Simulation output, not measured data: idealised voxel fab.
Process module name: voxel spacer lines
FYI the section here is cut, 220 nm wide, cells are 5 nm squares.
Bands, listed from the top down, are how a cross-section gets written in this document; the cross-section itself is a grid of square cells, and a band is one or more rows of them.
Band: top height; bottom height; in nm. Then, left to right: material with width in nm, for each material. "full width": a single material spanning edge to edge. "empty": empty space.
Basically, 0 is our baseline, since under it the wafer straight out of the box is all one material. The bottom band has no lower end and keeps on going down, so it looks like "0 nm and below".
A width given as "30->40" starts at the first number in the band's top row and ends at the second number in its bottom row, shifting by an equal amount at every step from row to row.
It should be understood that the words "nothing was modified", when stated for a given step, signify that the cross-section underwent no change in any of its cells during that step.
Heads up: "Catalogued sealed voids" only lists the empty pockets with no open path to the top that are 8 cells or more, and it writes them as width x height at distance, distance from the left edge, in nm.
On each step's line, the part that comes after the settings is the simulator's own comment on the step.
Steps that use a mask can have "overlay nm" on their line. It says how far the mask sat to the right of where it was meant to be. Negative means to the left.

# These are the steps we planned for the process
step 1: RECEIVE with material Si
step 2: CONFORMAL_DEP with material Al2O3, thk nm 5
step 3: DIRECTIONAL_DEP with material SiN, thk nm 15
step 4: DIRECTIONAL_DEP with material polySi, thk nm 25
step 5: PATTERN with tone cover, mask id MANDREL, material resist, width nm 20, pitch nm 70, thk nm 35, overlay nm -15
step 6: DIRECTIONAL_ETCH with etch materials polySi, depth nm 25
step 7: STRIP with etch materials resist
step 8: CONFORMAL_DEP with material SiO2, thk nm 15
step 9: DIRECTIONAL_ETCH with etch materials SiO2, depth nm 15
step 10: STRIP with etch materials polySi
step 11: DIRECTIONAL_ETCH with etch materials SiN, depth nm 15
step 12: STRIP with etch materials SiO2
step 13: FILL_DEP with material lowk, thk nm 10
step 14: CMP with height nm 20
Every wafer here starts from the same state; it is the step 5 overlay nm that distinguishes them, and the value the plan gives belongs to the first wafer.

# Step 1 complete: as-received cross-section of the first of several wafers
	0 nm and below | Si full width
	Catalogued sealed voids: none

# Cross-section of the first of several wafers once the module has run through its last step, step 14
	20 nm to 5 nm | lowk=35 | SiN=15 | lowk=20 | SiN=15 | lowk=20 | SiN=15 | lowk=20 | SiN=15 | lowk=65
	5 nm to 0 nm | Al2O3 full width
	0 nm and below | Si full width
	Catalogued sealed voids: none

# A cross-section through the last wafer at the close of the module
	20 nm to 5 nm | lowk=65 | SiN=15 | lowk=20 | SiN=15 | lowk=20 | SiN=15 | lowk=20 | SiN=15 | lowk=35
	5 nm to 0 nm | Al2O3 full width
	0 nm and below | Si full width
	Catalogued sealed voids: none

# Table: wafers, a row each; end-of-module cell change per material since receipt, gain (+), loss (-); then closed voids
overlay nm -15; +44 Al2O3; +36 SiN; +96 lowk; Catalogued sealed voids: none
overlay nm -10; +44 Al2O3; +36 SiN; +96 lowk; Catalogued sealed voids: none
overlay nm -5; +44 Al2O3; +36 SiN; +96 lowk; Catalogued sealed voids: none
overlay nm 0; +44 Al2O3; +36 SiN; +96 lowk; Catalogued sealed voids: none
overlay nm 5; +44 Al2O3; +36 SiN; +96 lowk; Catalogued sealed voids: none
overlay nm 10; +44 Al2O3; +36 SiN; +96 lowk; Catalogued sealed voids: none
overlay nm 15; +44 Al2O3; +36 SiN; +96 lowk; Catalogued sealed voids: none
